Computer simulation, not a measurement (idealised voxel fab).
The name of this process module is voxel self aligned vias.
The figure presents cross-section cut, which has a width of 155 nm and is divided into square cells with an edge length of 5 nm.
In this document a cross-section is written as a grid of square cells. It is given as a series of bands, listed from the top down, and a band is one or more rows of cells. The entry gives the band's vertical extent as a top height and a bottom height in nm, then its horizontal make-up as materials from left to right, each with a width in nm. "blank" stands for empty space; a single material marked "full width" fills the band edge to edge. All heights in this document are referenced to 0, defined as the level beneath which the wafer, as received, consists entirely of one material. The lowest band is not bounded below; it extends indefinitely downward and is written in the form "0 and below". Graded width ("30..40"): value in top row of band = first number; value in bottom row = second number; row-to-row change constant. Take "remained the same" at face value: in the step it is given for, the cross-section changed in none of its cells. "Unvented cavities": empty spaces of 8 cells or more with no open way to the top, each given as width x height at distance, distance from the left edge, all in nm. Post-settings text on a step line: simulator's own remark regarding the step. Among the settings permitted on a step's line is "overlay nm"; applied to a step with a mask, it specifies the extent to which the mask lay to the right of its planned position, whereas a negative figure signifies a position to the left.

The following list gives the planned process steps:
1 op RECEIVE | material Si
2 op CONFORMAL_DEP | material SiO2 | thk nm 10
3 op CONFORMAL_DEP | material SiCN | thk nm 5
4 op DIRECTIONAL_DEP | material lowk | thk nm 25
5 op MASKED_ETCH | tone open | mask id LINES | width nm 20 | pitch nm 45 | etch materials lowk | depth nm 25 | overlay nm -5
6 op CONFORMAL_DEP | material TiN | thk nm 5
7 op FILL_DEP | material W | thk nm 5
8 op CMP | height nm 40
9 op SELECTIVE_ETCH | etch materials W Ru TiN | depth nm 5
10 op FILL_DEP | material SiN | thk nm 10
11 op CMP | height nm 40
12 op DIRECTIONAL_DEP | material lowk | thk nm 20
13 op PATTERN | tone open | mask id VIAS | material resist | width nm 30 | pitch nm 45 | thk nm 15 | overlay nm 0
14 op DIRECTIONAL_ETCH | etch materials lowk | depth nm 20
15 op DIRECTIONAL_ETCH | etch materials SiN | depth nm 5
16 op STRIP | etch materials resist
17 op CONFORMAL_DEP | material TiN | thk nm 5
18 op FILL_DEP | material W | thk nm 10
19 op CMP | height nm 60
20 op CONFORMAL_DEP | material SiN | thk nm 5
Be aware that, although all wafers share a common starting state, the overlay nm at step 5 differs among them, and the plan displays the first wafer's value.

Cross-section of the first of several received wafers, showing its state after step 1:
	0 and below | Si full width
	Unvented cavities: none

Note: the following table is arranged by wafer, a row apiece. Each row reports the end-of-module state: per material, cells gained (+) or cells lost (-) compared with the wafer as received; closed voids follow:
overlay nm -5, +31 SiCN, +31 SiN, +62 SiO2, +72 TiN, +60 W, +147 lowk, Unvented cavities: none
overlay nm 0, +31 SiCN, +31 SiN, +62 SiO2, +72 TiN, +60 W, +147 lowk, Unvented cavities: none
overlay nm 5, +31 SiCN, +31 SiN, +62 SiO2, +72 TiN, +60 W, +147 lowk, Unvented cavities: none
overlay nm 10, +31 SiCN, +34 SiN, +62 SiO2, +72 TiN, +57 W, +147 lowk, Unvented cavities: none
